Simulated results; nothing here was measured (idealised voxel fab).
process module | voxel transistor to metal
cross-section cut | 180 nm wide | cells 5 nm
A cross-section is a grid of square cells, given in bands from the top down. A band is one or more rows of cells.
Each band's line starts with the height of the band's top and of its bottom, in nm. Then come its materials from left to right, each with its width in nm. One material with "throughout" fills the band from edge to edge. "air" is empty space.
Height 0 is the level under which the wafer as received is all one material. The lowest band goes on downwards, as in "0 down".
A width such as "30 to 40" changes by the same amount from each row of cells to the next, from the band's top row to its bottom row.
"no change" after a step means that no cell of the cross-section changed.
closed voids: empty space of 8 cells or more with no open way to the top, each as width x height at its distance from the left edge, in nm
after a step's settings: what the simulator itself notes on the step
overlay nm, on a step with a mask: how far to the right of its planned place the mask lay; to the left if negative
plan
1 op RECEIVE | material Si
2 op OXIDIZE | depth nm 5
3 op CONFORMAL_DEP | material SiN | thk nm 10
4 op PATTERN | tone cover | mask id ACTIVE | material resist | width nm 95 | thk nm 15 | overlay nm 0
5 op DIRECTIONAL_ETCH | etch materials SiN | depth nm 10
6 op DIRECTIONAL_ETCH | etch materials SiO2 | depth nm 5
7 op DIRECTIONAL_ETCH | etch materials Si | depth nm 25
8 op STRIP | etch materials resist
9 op OXIDIZE | depth nm 5
10 op FILL_DEP | material SiO2 | thk nm 15
11 op CMP | height nm 10
12 op SELECTIVE_ETCH | etch materials SiO2 | depth nm 5
13 op STRIP | etch materials SiN
14 op SELECTIVE_ETCH | etch materials SiO2 | depth nm 5
15 op OXIDIZE | depth nm 5
16 op DIRECTIONAL_DEP | material polySi | thk nm 20
17 op DIRECTIONAL_DEP | material SiCN | thk nm 10
18 op MASKED_ETCH | tone cover | mask id GATE | width nm 15 | etch materials SiCN | depth nm 20 | overlay nm 0
19 op MASKED_ETCH | tone cover | mask id GATE | width nm 15 | etch materials polySi | depth nm 30 | overlay nm 0
20 op CONFORMAL_DEP | material SiO2 | thk nm 5
21 op DIRECTIONAL_ETCH | etch materials SiO2 | depth nm 5
22 op CONFORMAL_DEP | material SiN | thk nm 10
23 op DIRECTIONAL_ETCH | etch materials SiN | depth nm 10
24 op DIRECTIONAL_ETCH | etch materials SiO2 | depth nm 5
25 op DIRECTIONAL_ETCH | etch materials Si | depth nm 15
26 op EPI | material nSi | thk nm 20
27 op FILL_DEP | material SiO2 | thk nm 5
28 op CMP | height nm 25
29 op DIRECTIONAL_DEP | material SiO2 | thk nm 10
30 op PATTERN | tone open | mask id CONTACT | material resist | width nm 25 | pitch nm 50 | thk nm 15 | overlay nm 0
31 op DIRECTIONAL_ETCH | etch materials SiO2 | depth nm 25
32 op STRIP | etch materials resist
33 op CONFORMAL_DEP | material TiN | thk nm 5
34 op FILL_DEP | material Ru | thk nm 5
35 op CMP | height nm 35
36 op CONFORMAL_DEP | material SiN | thk nm 5
37 op DIRECTIONAL_DEP | material lowk | thk nm 20
38 op PATTERN | tone open | mask id METAL_1 | material resist | width nm 15 | pitch nm 60 | thk nm 20 | overlay nm 0
39 op DIRECTIONAL_ETCH | etch materials lowk | depth nm 20
40 op DIRECTIONAL_ETCH | etch materials SiN | depth nm 5
41 op STRIP | etch materials resist
42 op CONFORMAL_DEP | material TiN | thk nm 5
43 op FILL_DEP | material W | thk nm 5
44 op CMP | height nm 60
45 op CONFORMAL_DEP | material SiCN | thk nm 5
first wafer, as planned
as received, after step 1
  0 down: Si throughout
  closed voids: none
after step 2
  0 to -5: SiO2 throughout
  below -5: unchanged
after step 3
  10 to 0: SiN throughout
  below 0: unchanged
after step 4
  25 to 10: air 40 | resist 95 | air 45
  below 10: unchanged
after step 5
  25 to 10: air 40 | resist 95 | air 45
  10 to 0: air 40 | SiN 95 | air 45
  below 0: unchanged
after step 6
  25 to 10: air 40 | resist 95 | air 45
  10 to 0: air 40 | SiN 95 | air 45
  0 to -5: air 40 | SiO2 95 | air 45
  below -5: unchanged
after step 7
  25 to 10: air 40 | resist 95 | air 45
  10 to 0: air 40 | SiN 95 | air 45
  0 to -5: air 40 | SiO2 95 | air 45
  -5 to -30: air 40 | Si 95 | air 45
  below -30: unchanged
after step 8
  10 to 0: air 40 | SiN 95 | air 45
  below 0: unchanged
after step 9
  10 to 0: air 40 | SiN 95 | air 45
  0 to -5: air 40 | SiO2 95 | air 45
  -5 to -30: air 40 | SiO2 5 | Si 85 | SiO2 5 | air 45
  -30 to -35: SiO2 45 | Si 85 | SiO2 50
  below -35: unchanged
after step 10
  25 to 10: SiO2 throughout
  10 to 0: SiO2 40 | SiN 95 | SiO2 45
  0 to -5: SiO2 throughout
  -5 to -35: SiO2 45 | Si 85 | SiO2 50
  below -35: unchanged
after step 11
  10 to 0: SiO2 40 | SiN 95 | SiO2 45
  below 0: unchanged
after step 12
  10 to 5: air 40 | SiN 95 | air 45
  below 5: unchanged
after step 13
  5 to 0: SiO2 40 | air 95 | SiO2 45
  below 0: unchanged
after step 14
  0 to -5: SiO2 35 | air 105 | SiO2 40
  below -5: unchanged
after step 15
  0 to -5: SiO2 35 | air 105 | SiO2 40
  -5 to -10: SiO2 throughout
  below -10: unchanged
after step 16
  20 to 15: polySi 35 | air 105 | polySi 40
  15 to 0: polySi throughout
  0 to -5: SiO2 35 | polySi 105 | SiO2 40
  below -5: unchanged
after step 17
  30 to 25: SiCN 35 | air 105 | SiCN 40
  25 to 20: SiCN throughout
  20 to 15: polySi 35 | SiCN 105 | polySi 40
  below 15: unchanged
after step 18
  25 to 20: air 80 | SiCN 15 | air 85
  20 to 15: polySi 35 | air 45 | SiCN 15 | air 45 | polySi 40
  below 15: unchanged
after step 19
  25 to 15: air 80 | SiCN 15 | air 85
  15 to 0: air 80 | polySi 15 | air 85
  0 to -5: SiO2 35 | air 45 | polySi 15 | air 45 | SiO2 40
  below -5: unchanged
after step 20
  30 to 25: air 75 | SiO2 25 | air 80
  25 to 15: air 75 | SiO2 5 | SiCN 15 | SiO2 5 | air 80
  15 to 5: air 75 | SiO2 5 | polySi 15 | SiO2 5 | air 80
  5 to 0: SiO2 40 | air 35 | SiO2 5 | polySi 15 | SiO2 5 | air 35 | SiO2 45
  0 to -5: SiO2 80 | polySi 15 | SiO2 85
  below -5: unchanged
after step 21
  25 to 15: air 75 | SiO2 5 | SiCN 15 | SiO2 5 | air 80
  15 to 0: air 75 | SiO2 5 | polySi 15 | SiO2 5 | air 80
  0 to -5: SiO2 40 | air 35 | SiO2 5 | polySi 15 | SiO2 5 | air 35 | SiO2 45
  below -5: unchanged
after step 22
  35 to 25: air 65 | SiN 45 | air 70
  25 to 15: air 65 | SiN 10 | SiO2 5 | SiCN 15 | SiO2 5 | SiN 10 | air 70
  15 to 10: air 65 | SiN 10 | SiO2 5 | polySi 15 | SiO2 5 | SiN 10 | air 70
  10 to 5: SiN 50 | air 15 | SiN 10 | SiO2 5 | polySi 15 | SiO2 5 | SiN 10 | air 15 | SiN 55
  5 to 0: SiN 75 | SiO2 5 | polySi 15 | SiO2 5 | SiN 80
  0 to -5: SiO2 40 | SiN 35 | SiO2 5 | polySi 15 | SiO2 5 | SiN 35 | SiO2 45
  below -5: unchanged
after step 23
  25 to 15: air 65 | SiN 10 | SiO2 5 | SiCN 15 | SiO2 5 | SiN 10 | air 70
  15 to 0: air 65 | SiN 10 | SiO2 5 | polySi 15 | SiO2 5 | SiN 10 | air 70
  0 to -5: SiO2 40 | SiN 10 | air 15 | SiN 10 | SiO2 5 | polySi 15 | SiO2 5 | SiN 10 | air 15 | SiN 10 | SiO2 45
  below -5: unchanged
after step 24
  25 to 20: air 65 | SiN 10 | air 5 | SiCN 15 | air 5 | SiN 10 | air 70
  20 to 15: air 65 | SiN 10 | SiO2 5 | SiCN 15 | SiO2 5 | SiN 10 | air 70
  15 to 0: air 65 | SiN 10 | SiO2 5 | polySi 15 | SiO2 5 | SiN 10 | air 70
  0 to -5: air 40 | SiN 10 | air 15 | SiN 10 | SiO2 5 | polySi 15 | SiO2 5 | SiN 10 | air 15 | SiN 10 | air 45
  -5 to -10: SiO2 50 | air 15 | SiO2 45 | air 15 | SiO2 55
  below -10: unchanged
after step 25
  25 to 20: air 65 | SiN 10 | air 5 | SiCN 15 | air 5 | SiN 10 | air 70
  20 to 15: air 65 | SiN 10 | SiO2 5 | SiCN 15 | SiO2 5 | SiN 10 | air 70
  15 to 0: air 65 | SiN 10 | SiO2 5 | polySi 15 | SiO2 5 | SiN 10 | air 70
  0 to -5: air 40 | SiN 10 | air 15 | SiN 10 | SiO2 5 | polySi 15 | SiO2 5 | SiN 10 | air 15 | SiN 10 | air 45
  -5 to -10: SiO2 50 | air 15 | SiO2 45 | air 15 | SiO2 55
  -10 to -25: SiO2 45 | Si 5 | air 15 | Si 45 | air 15 | Si 5 | SiO2 50
  below -25: unchanged
after step 26
  25 to 20: air 65 | SiN 10 | air 5 | SiCN 15 | air 5 | SiN 10 | air 70
  20 to 15: air 65 | SiN 10 | SiO2 5 | SiCN 15 | SiO2 5 | SiN 10 | air 70
  15 to 10: air 65 | SiN 10 | SiO2 5 | polySi 15 | SiO2 5 | SiN 10 | air 70
  10 to 0: air 40 | nSi 25 | SiN 10 | SiO2 5 | polySi 15 | SiO2 5 | SiN 10 | nSi 25 | air 45
  0 to -5: air 40 | SiN 10 | nSi 15 | SiN 10 | SiO2 5 | polySi 15 | SiO2 5 | SiN 10 | nSi 15 | SiN 10 | air 45
  -5 to -10: SiO2 50 | nSi 15 | SiO2 45 | nSi 15 | SiO2 55
  -10 to -25: SiO2 45 | Si 5 | nSi 15 | Si 45 | nSi 15 | Si 5 | SiO2 50
  below -25: unchanged
after step 27
  30 to 25: SiO2 throughout
  25 to 15: SiO2 65 | SiN 10 | SiO2 5 | SiCN 15 | SiO2 5 | SiN 10 | SiO2 70
  15 to 10: SiO2 65 | SiN 10 | SiO2 5 | polySi 15 | SiO2 5 | SiN 10 | SiO2 70
  10 to 0: SiO2 40 | nSi 25 | SiN 10 | SiO2 5 | polySi 15 | SiO2 5 | SiN 10 | nSi 25 | SiO2 45
  0 to -5: SiO2 40 | SiN 10 | nSi 15 | SiN 10 | SiO2 5 | polySi 15 | SiO2 5 | SiN 10 | nSi 15 | SiN 10 | SiO2 45
  below -5: unchanged
after step 28
  25 to 15: SiO2 65 | SiN 10 | SiO2 5 | SiCN 15 | SiO2 5 | SiN 10 | SiO2 70
  below 15: unchanged
after step 29
  35 to 25: SiO2 throughout
  below 25: unchanged
after step 30
  50 to 35: resist 50 | air 25 | resist 25 | air 25 | resist 55
  below 35: unchanged
after step 31
  50 to 35: resist 50 | air 25 | resist 25 | air 25 | resist 55
  35 to 25: SiO2 50 | air 25 | SiO2 25 | air 25 | SiO2 55
  25 to 15: SiO2 50 | air 15 | SiN 10 | SiO2 5 | SiCN 15 | SiO2 5 | SiN 10 | air 15 | SiO2 55
  15 to 10: SiO2 50 | air 15 | SiN 10 | SiO2 5 | polySi 15 | SiO2 5 | SiN 10 | air 15 | SiO2 55
  below 10: unchanged
after step 32
  35 to 25: SiO2 50 | air 25 | SiO2 25 | air 25 | SiO2 55
  below 25: unchanged
after step 33
  40 to 35: TiN 55 | air 15 | TiN 35 | air 15 | TiN 60
  35 to 25: SiO2 50 | TiN 5 | air 15 to 5 | TiN 5 to 15 | SiO2 25 | TiN 5 to 15 | air 15 to 5 | TiN 5 | SiO2 55
  25 to 15: SiO2 50 | TiN 5 | air 5 | TiN 5 | SiN 10 | SiO2 5 | SiCN 15 | SiO2 5 | SiN 10 | TiN 5 | air 5 | TiN 5 | SiO2 55
  15 to 10: SiO2 50 | TiN 15 | SiN 10 | SiO2 5 | polySi 15 | SiO2 5 | SiN 10 | TiN 15 | SiO2 55
  below 10: unchanged
after step 34
  45 to 40: Ru throughout
  40 to 35: TiN 55 | Ru 15 | TiN 35 | Ru 15 | TiN 60
  35 to 25: SiO2 50 | TiN 5 | Ru 15 to 5 | TiN 5 to 15 | SiO2 25 | TiN 5 to 15 | Ru 15 to 5 | TiN 5 | SiO2 55
  25 to 15: SiO2 50 | TiN 5 | Ru 5 | TiN 5 | SiN 10 | SiO2 5 | SiCN 15 | SiO2 5 | SiN 10 | TiN 5 | Ru 5 | TiN 5 | SiO2 55
  below 15: unchanged
after step 35
  35 to 25: SiO2 50 | TiN 5 | Ru 15 to 5 | TiN 5 to 15 | SiO2 25 | TiN 5 to 15 | Ru 15 to 5 | TiN 5 | SiO2 55
  below 25: unchanged
after step 36
  40 to 35: SiN throughout
  below 35: unchanged
after step 37
  60 to 40: lowk throughout
  below 40: unchanged
after step 38
  80 to 60: resist 50 | air 15 | resist 45 | air 15 | resist 55
  below 60: unchanged
after step 39
  80 to 60: resist 50 | air 15 | resist 45 | air 15 | resist 55
  60 to 40: lowk 50 | air 15 | lowk 45 | air 15 | lowk 55
  below 40: unchanged
after step 40
  80 to 60: resist 50 | air 15 | resist 45 | air 15 | resist 55
  60 to 40: lowk 50 | air 15 | lowk 45 | air 15 | lowk 55
  40 to 35: SiN 50 | air 15 | SiN 45 | air 15 | SiN 55
  below 35: unchanged
after step 41
  60 to 40: lowk 50 | air 15 | lowk 45 | air 15 | lowk 55
  below 40: unchanged
after step 42
  65 to 60: TiN 55 | air 5 | TiN 55 | air 5 | TiN 60
  60 to 40: lowk 50 | TiN 5 | air 5 | TiN 5 | lowk 45 | TiN 5 | air 5 | TiN 5 | lowk 55
  40 to 35: SiN 50 | TiN 15 | SiN 45 | TiN 15 | SiN 55
  below 35: unchanged
after step 43
  70 to 65: W throughout
  65 to 60: TiN 55 | W 5 | TiN 55 | W 5 | TiN 60
  60 to 40: lowk 50 | TiN 5 | W 5 | TiN 5 | lowk 45 | TiN 5 | W 5 | TiN 5 | lowk 55
  below 40: unchanged
after step 44
  60 to 40: lowk 50 | TiN 5 | W 5 | TiN 5 | lowk 45 | TiN 5 | W 5 | TiN 5 | lowk 55
  below 40: unchanged
after step 45
  65 to 60: SiCN throughout
  below 60: unchanged
second wafer: like start, like plan, one mistake. Through step 3 it matches the first wafer
when step 4 should have ended
  25 to 10: air 50 | resist 95 | air 35
  below 10: unchanged
when step 5 should have ended
  25 to 10: air 50 | resist 95 | air 35
  10 to 0: air 50 | SiN 95 | air 35
  below 0: unchanged
when step 6 should have ended
  25 to 10: air 50 | resist 95 | air 35
  10 to 0: air 50 | SiN 95 | air 35
  0 to -5: air 50 | SiO2 95 | air 35
  below -5: unchanged
when step 7 should have ended
  25 to 10: air 50 | resist 95 | air 35
  10 to 0: air 50 | SiN 95 | air 35
  0 to -5: air 50 | SiO2 95 | air 35
  -5 to -30: air 50 | Si 95 | air 35
  below -30: unchanged
when step 8 should have ended
  10 to 0: air 50 | SiN 95 | air 35
  below 0: unchanged
when step 9 should have ended
  10 to 0: air 50 | SiN 95 | air 35
  0 to -5: air 50 | SiO2 95 | air 35
  -5 to -30: air 50 | SiO2 5 | Si 85 | SiO2 5 | air 35
  -30 to -35: SiO2 55 | Si 85 | SiO2 40
  below -35: unchanged
when step 10 should have ended
  25 to 10: SiO2 throughout
  10 to 0: SiO2 50 | SiN 95 | SiO2 35
  0 to -5: SiO2 throughout
  -5 to -35: SiO2 55 | Si 85 | SiO2 40
  below -35: unchanged
when step 11 should have ended
  10 to 0: SiO2 50 | SiN 95 | SiO2 35
  below 0: unchanged
when step 12 should have ended
  10 to 5: air 50 | SiN 95 | air 35
  below 5: unchanged
when step 13 should have ended
  5 to 0: SiO2 50 | air 95 | SiO2 35
  below 0: unchanged
when step 14 should have ended
  0 to -5: SiO2 45 | air 105 | SiO2 30
  below -5: unchanged
when step 15 should have ended
  0 to -5: SiO2 45 | air 105 | SiO2 30
  -5 to -10: SiO2 throughout
  below -10: unchanged
when step 16 should have ended
  20 to 15: polySi 45 | air 105 | polySi 30
  15 to 0: polySi throughout
  0 to -5: SiO2 45 | polySi 105 | SiO2 30
  below -5: unchanged
when step 17 should have ended
  30 to 25: SiCN 45 | air 105 | SiCN 30
  25 to 20: SiCN throughout
  20 to 15: polySi 45 | SiCN 105 | polySi 30
  below 15: unchanged
when step 18 should have ended
  25 to 20: air 80 | SiCN 15 | air 85
  20 to 15: polySi 45 | air 35 | SiCN 15 | air 55 | polySi 30
  below 15: unchanged
when step 19 should have ended
  25 to 15: air 80 | SiCN 15 | air 85
  15 to 0: air 80 | polySi 15 | air 85
  0 to -5: SiO2 45 | air 35 | polySi 15 | air 55 | SiO2 30
  below -5: unchanged
when step 20 should have ended
  30 to 25: air 75 | SiO2 25 | air 80
  25 to 15: air 75 | SiO2 5 | SiCN 15 | SiO2 5 | air 80
  15 to 5: air 75 | SiO2 5 | polySi 15 | SiO2 5 | air 80
  5 to 0: SiO2 50 | air 25 | SiO2 5 | polySi 15 | SiO2 5 | air 45 | SiO2 35
  0 to -5: SiO2 80 | polySi 15 | SiO2 85
  below -5: unchanged
when step 21 should have ended
  25 to 15: air 75 | SiO2 5 | SiCN 15 | SiO2 5 | air 80
  15 to 0: air 75 | SiO2 5 | polySi 15 | SiO2 5 | air 80
  0 to -5: SiO2 50 | air 25 | SiO2 5 | polySi 15 | SiO2 5 | air 45 | SiO2 35
  below -5: unchanged
when step 22 should have ended
  35 to 25: air 65 | SiN 45 | air 70
  25 to 15: air 65 | SiN 10 | SiO2 5 | SiCN 15 | SiO2 5 | SiN 10 | air 70
  15 to 10: air 65 | SiN 10 | SiO2 5 | polySi 15 | SiO2 5 | SiN 10 | air 70
  10 to 5: SiN 60 | air 5 | SiN 10 | SiO2 5 | polySi 15 | SiO2 5 | SiN 10 | air 25 | SiN 45
  5 to 0: SiN 75 | SiO2 5 | polySi 15 | SiO2 5 | SiN 80
  0 to -5: SiO2 50 | SiN 25 | SiO2 5 | polySi 15 | SiO2 5 | SiN 45 | SiO2 35
  below -5: unchanged
when step 23 should have ended
  25 to 15: air 65 | SiN 10 | SiO2 5 | SiCN 15 | SiO2 5 | SiN 10 | air 70
  15 to 0: air 65 | SiN 10 | SiO2 5 | polySi 15 | SiO2 5 | SiN 10 | air 70
  0 to -5: SiO2 50 | SiN 10 | air 5 | SiN 10 | SiO2 5 | polySi 15 | SiO2 5 | SiN 10 | air 25 | SiN 10 | SiO2 35
  below -5: unchanged
when step 24 should have ended
  25 to 20: air 65 | SiN 10 | air 5 | SiCN 15 | air 5 | SiN 10 | air 70
  20 to 15: air 65 | SiN 10 | SiO2 5 | SiCN 15 | SiO2 5 | SiN 10 | air 70
  15 to 0: air 65 | SiN 10 | SiO2 5 | polySi 15 | SiO2 5 | SiN 10 | air 70
  0 to -5: air 50 | SiN 10 | air 5 | SiN 10 | SiO2 5 | polySi 15 | SiO2 5 | SiN 10 | air 25 | SiN 10 | air 35
  -5 to -10: SiO2 60 | air 5 | SiO2 45 | air 25 | SiO2 45
  below -10: unchanged
when step 25 should have ended
  25 to 20: air 65 | SiN 10 | air 5 | SiCN 15 | air 5 | SiN 10 | air 70
  20 to 15: air 65 | SiN 10 | SiO2 5 | SiCN 15 | SiO2 5 | SiN 10 | air 70
  15 to 0: air 65 | SiN 10 | SiO2 5 | polySi 15 | SiO2 5 | SiN 10 | air 70
  0 to -5: air 50 | SiN 10 | air 5 | SiN 10 | SiO2 5 | polySi 15 | SiO2 5 | SiN 10 | air 25 | SiN 10 | air 35
  -5 to -10: SiO2 60 | air 5 | SiO2 45 | air 25 | SiO2 45
  -10 to -25: SiO2 55 | Si 5 | air 5 | Si 45 | air 25 | Si 5 | SiO2 40
  below -25: unchanged
when step 26 should have ended
  25 to 20: air 65 | SiN 10 | air 5 | SiCN 15 | air 5 | SiN 10 | air 70
  20 to 15: air 65 | SiN 10 | SiO2 5 | SiCN 15 | SiO2 5 | SiN 10 | air 70
  15 to 10: air 65 | SiN 10 | SiO2 5 | polySi 15 | SiO2 5 | SiN 10 | air 70
  10 to 0: air 50 | nSi 15 | SiN 10 | SiO2 5 | polySi 15 | SiO2 5 | SiN 10 | nSi 35 | air 35
  0 to -5: air 50 | SiN 10 | nSi 5 | SiN 10 | SiO2 5 | polySi 15 | SiO2 5 | SiN 10 | nSi 25 | SiN 10 | air 35
  -5 to -10: SiO2 60 | nSi 5 | SiO2 45 | nSi 25 | SiO2 45
  -10 to -25: SiO2 55 | Si 5 | nSi 5 | Si 45 | nSi 25 | Si 5 | SiO2 40
  below -25: unchanged
when step 27 should have ended
  30 to 25: SiO2 throughout
  25 to 15: SiO2 65 | SiN 10 | SiO2 5 | SiCN 15 | SiO2 5 | SiN 10 | SiO2 70
  15 to 10: SiO2 65 | SiN 10 | SiO2 5 | polySi 15 | SiO2 5 | SiN 10 | SiO2 70
  10 to 0: SiO2 50 | nSi 15 | SiN 10 | SiO2 5 | polySi 15 | SiO2 5 | SiN 10 | nSi 35 | SiO2 35
  0 to -5: SiO2 50 | SiN 10 | nSi 5 | SiN 10 | SiO2 5 | polySi 15 | SiO2 5 | SiN 10 | nSi 25 | SiN 10 | SiO2 35
  below -5: unchanged
when step 28 should have ended
  25 to 15: SiO2 65 | SiN 10 | SiO2 5 | SiCN 15 | SiO2 5 | SiN 10 | SiO2 70
  below 15: unchanged
when step 29 should have ended
  35 to 25: SiO2 throughout
  below 25: unchanged
when step 30 should have ended
  50 to 35: resist 50 | air 25 | resist 25 | air 25 | resist 55
  below 35: unchanged
when step 31 should have ended
  50 to 35: resist 50 | air 25 | resist 25 | air 25 | resist 55
  35 to 25: SiO2 50 | air 25 | SiO2 25 | air 25 | SiO2 55
  25 to 15: SiO2 50 | air 15 | SiN 10 | SiO2 5 | SiCN 15 | SiO2 5 | SiN 10 | air 15 | SiO2 55
  15 to 10: SiO2 50 | air 15 | SiN 10 | SiO2 5 | polySi 15 | SiO2 5 | SiN 10 | air 15 | SiO2 55
  below 10: unchanged
when step 32 should have ended
  35 to 25: SiO2 50 | air 25 | SiO2 25 | air 25 | SiO2 55
  below 25: unchanged
when step 33 should have ended
  40 to 35: TiN 55 | air 15 | TiN 35 | air 15 | TiN 60
  35 to 25: SiO2 50 | TiN 5 | air 15 to 5 | TiN 5 to 15 | SiO2 25 | TiN 5 to 15 | air 15 to 5 | TiN 5 | SiO2 55
  25 to 15: SiO2 50 | TiN 5 | air 5 | TiN 5 | SiN 10 | SiO2 5 | SiCN 15 | SiO2 5 | SiN 10 | TiN 5 | air 5 | TiN 5 | SiO2 55
  15 to 10: SiO2 50 | TiN 15 | SiN 10 | SiO2 5 | polySi 15 | SiO2 5 | SiN 10 | TiN 15 | SiO2 55
  below 10: unchanged
when step 34 should have ended
  45 to 40: Ru throughout
  40 to 35: TiN 55 | Ru 15 | TiN 35 | Ru 15 | TiN 60
  35 to 25: SiO2 50 | TiN 5 | Ru 15 to 5 | TiN 5 to 15 | SiO2 25 | TiN 5 to 15 | Ru 15 to 5 | TiN 5 | SiO2 55
  25 to 15: SiO2 50 | TiN 5 | Ru 5 | TiN 5 | SiN 10 | SiO2 5 | SiCN 15 | SiO2 5 | SiN 10 | TiN 5 | Ru 5 | TiN 5 | SiO2 55
  below 15: unchanged
when step 35 should have ended
  35 to 25: SiO2 50 | TiN 5 | Ru 15 to 5 | TiN 5 to 15 | SiO2 25 | TiN 5 to 15 | Ru 15 to 5 | TiN 5 | SiO2 55
  below 25: unchanged
when step 36 should have ended
  40 to 35: SiN throughout
  below 35: unchanged
when step 37 should have ended
  60 to 40: lowk throughout
  below 40: unchanged
when step 38 should have ended
  80 to 60: resist 50 | air 15 | resist 45 | air 15 | resist 55
  below 60: unchanged
when step 39 should have ended
  80 to 60: resist 50 | air 15 | resist 45 | air 15 | resist 55
  60 to 40: lowk 50 | air 15 | lowk 45 | air 15 | lowk 55
  below 40: unchanged
when step 40 should have ended
  80 to 60: resist 50 | air 15 | resist 45 | air 15 | resist 55
  60 to 40: lowk 50 | air 15 | lowk 45 | air 15 | lowk 55
  40 to 35: SiN 50 | air 15 | SiN 45 | air 15 | SiN 55
  below 35: unchanged
when step 41 should have ended
  60 to 40: lowk 50 | air 15 | lowk 45 | air 15 | lowk 55
  below 40: unchanged
when step 42 should have ended
  65 to 60: TiN 55 | air 5 | TiN 55 | air 5 | TiN 60
  60 to 40: lowk 50 | TiN 5 | air 5 | TiN 5 | lowk 45 | TiN 5 | air 5 | TiN 5 | lowk 55
  40 to 35: SiN 50 | TiN 15 | SiN 45 | TiN 15 | SiN 55
  below 35: unchanged
when step 43 should have ended
  70 to 65: W throughout
  65 to 60: TiN 55 | W 5 | TiN 55 | W 5 | TiN 60
  60 to 40: lowk 50 | TiN 5 | W 5 | TiN 5 | lowk 45 | TiN 5 | W 5 | TiN 5 | lowk 55
  below 40: unchanged
when step 44 should have ended
  60 to 40: lowk 50 | TiN 5 | W 5 | TiN 5 | lowk 45 | TiN 5 | W 5 | TiN 5 | lowk 55
  below 40: unchanged
when step 45 should have ended
  65 to 60: SiCN throughout
  below 60: unchanged
what went wrong: step 4 ran as: op PATTERN | tone cover | mask id ACTIVE | material resist | width nm 95 | thk nm 15 | overlay nm 10
at the end the second wafer has, in cells: as many of each material as the first, in other places
